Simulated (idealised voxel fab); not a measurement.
This is a process module. Its name is voxel capacitor over wiring.
Displayed cross-section: cut, width of 185 nm, square cells sized 5 nm.
If you're reading a cross-section in this doc, picture square cells in a grid; it comes to you as bands, top ones listed first down to the bottom, and a band can be one or more rows of cells.
The entry gives the band's vertical extent as a top height and a bottom height in nm, then its horizontal make-up as materials from left to right, each with a width in nm. "blank" stands for empty space; a single material marked "everywhere" fills the band edge to edge.
Counting heights begins at 0, where everything beneath is, in the wafer as received, one material. The lowest band has no bottom; it goes on downwards, as "top 0, no bottom" shows.
Think of "30->40" as a width that walks from the first number to the second as you go down the band, top row to bottom row, taking equal-sized steps from row to row.
"everything unchanged" -> step changed no cross-section cell.
What "Closed void roster" gives you is every empty space of 8 cells or more that is cut off from the top. Each appears as width x height at distance, with the distance taken from the left edge and width, height and distance all in nm.
Read whatever lies past the settings on a step's line as the simulator's own remark about the step.
overlay nm, on a step with a mask: how far to the right of its planned place the mask lay; to the left if negative

**Steps in the process plan**
1,RECEIVE,material Si
2,CONFORMAL_DEP,material SiO2,thk nm 10
3,DIRECTIONAL_DEP,material TiN,thk nm 5
4,DIRECTIONAL_DEP,material Ru,thk nm 15
5,PATTERN,tone cover,mask id METAL_1,material resist,width nm 20,pitch nm 80,thk nm 15,overlay nm 0
6,DIRECTIONAL_ETCH,etch materials Ru,depth nm 15
7,DIRECTIONAL_ETCH,etch materials TiN,depth nm 5
8,STRIP,etch materials resist
9,FILL_DEP,material lowk,thk nm 10
10,CMP,height nm 30
11,CONFORMAL_DEP,material SiCN,thk nm 5
12,DIRECTIONAL_DEP,material SiO2,thk nm 10
13,DIRECTIONAL_DEP,material aC,thk nm 10
14,PATTERN,tone open,mask id PLUG_1,material resist,width nm 15,thk nm 30,overlay nm 0
15,DIRECTIONAL_ETCH,etch materials aC,depth nm 10
16,STRIP,etch materials resist
17,DIRECTIONAL_ETCH,etch materials SiO2,depth nm 10
18,DIRECTIONAL_ETCH,etch materials SiCN,depth nm 5
19,STRIP,etch materials aC
20,EPI,material Ru,thk nm 10
21,EPI,material Ru,thk nm 5
22,DIRECTIONAL_DEP,material TiN,thk nm 5
23,DIRECTIONAL_DEP,material SiN,thk nm 5
24,DIRECTIONAL_DEP,material TiN,thk nm 10
25,DIRECTIONAL_DEP,material aC,thk nm 15
26,PATTERN,tone cover,mask id UPPER_PLATE,material resist,width nm 65,thk nm 30,overlay nm 0
27,DIRECTIONAL_ETCH,etch materials aC,depth nm 15
28,STRIP,etch materials resist
29,DIRECTIONAL_ETCH,etch materials TiN,depth nm 10
30,DIRECTIONAL_ETCH,etch materials SiN,depth nm 5
31,STRIP,etch materials aC
32,PATTERN,tone cover,mask id LOWER_PLATE,material resist,width nm 75,thk nm 15,overlay nm 0
33,DIRECTIONAL_ETCH,etch materials TiN,depth nm 5
34,STRIP,etch materials resist
35,FILL_DEP,material SiO2,thk nm 20
36,CMP,height nm 80
37,PATTERN,tone open,mask id PLUG_2,material resist,width nm 15,thk nm 15,overlay nm 0
38,DIRECTIONAL_ETCH,etch materials SiO2,depth nm 15
39,STRIP,etch materials resist
40,CONFORMAL_DEP,material TiN,thk nm 5
41,FILL_DEP,material W,thk nm 5
42,CMP,height nm 80
43,CONFORMAL_DEP,material SiN,thk nm 5

**Incoming wafer, cross-sectional view, post step 1**
> top 0, no bottom  Si everywhere
> Closed void roster: none

**Cross-section at module end, one run error; start and plan unchanged from above**
> top 85, bottom 80  SiN everywhere
> top 80, bottom 75  SiO2 (55), TiN (15), SiO2 (115)
> top 75, bottom 65  SiO2 (45), TiN (25), SiO2 (115)
> top 65, bottom 60  SiO2 (45), SiN (25), TiN (40), SiO2 (75)
> top 60, bottom 55  SiO2 (40), TiN (70), SiO2 (75)
> top 55, bottom 50  SiO2 (35), Ru (35), SiN (40), SiO2 (75)
> top 50, bottom 45  SiO2 (35), Ru (35), TiN (45), SiO2 (70)
> top 45, bottom 35  SiO2 (45), Ru (15), SiO2 (125)
> top 35, bottom 30  SiCN (45), Ru (15), SiCN (125)
> top 30, bottom 15  lowk (40), Ru (20), lowk (60), Ru (20), lowk (45)
> top 15, bottom 10  lowk (40), TiN (20), lowk (60), TiN (20), lowk (45)
> top 10, bottom 0  SiO2 everywhere
> top 0, no bottom  Si everywhere
> Closed void roster: none
What was the processing mistake? step 20, plan: ran twice
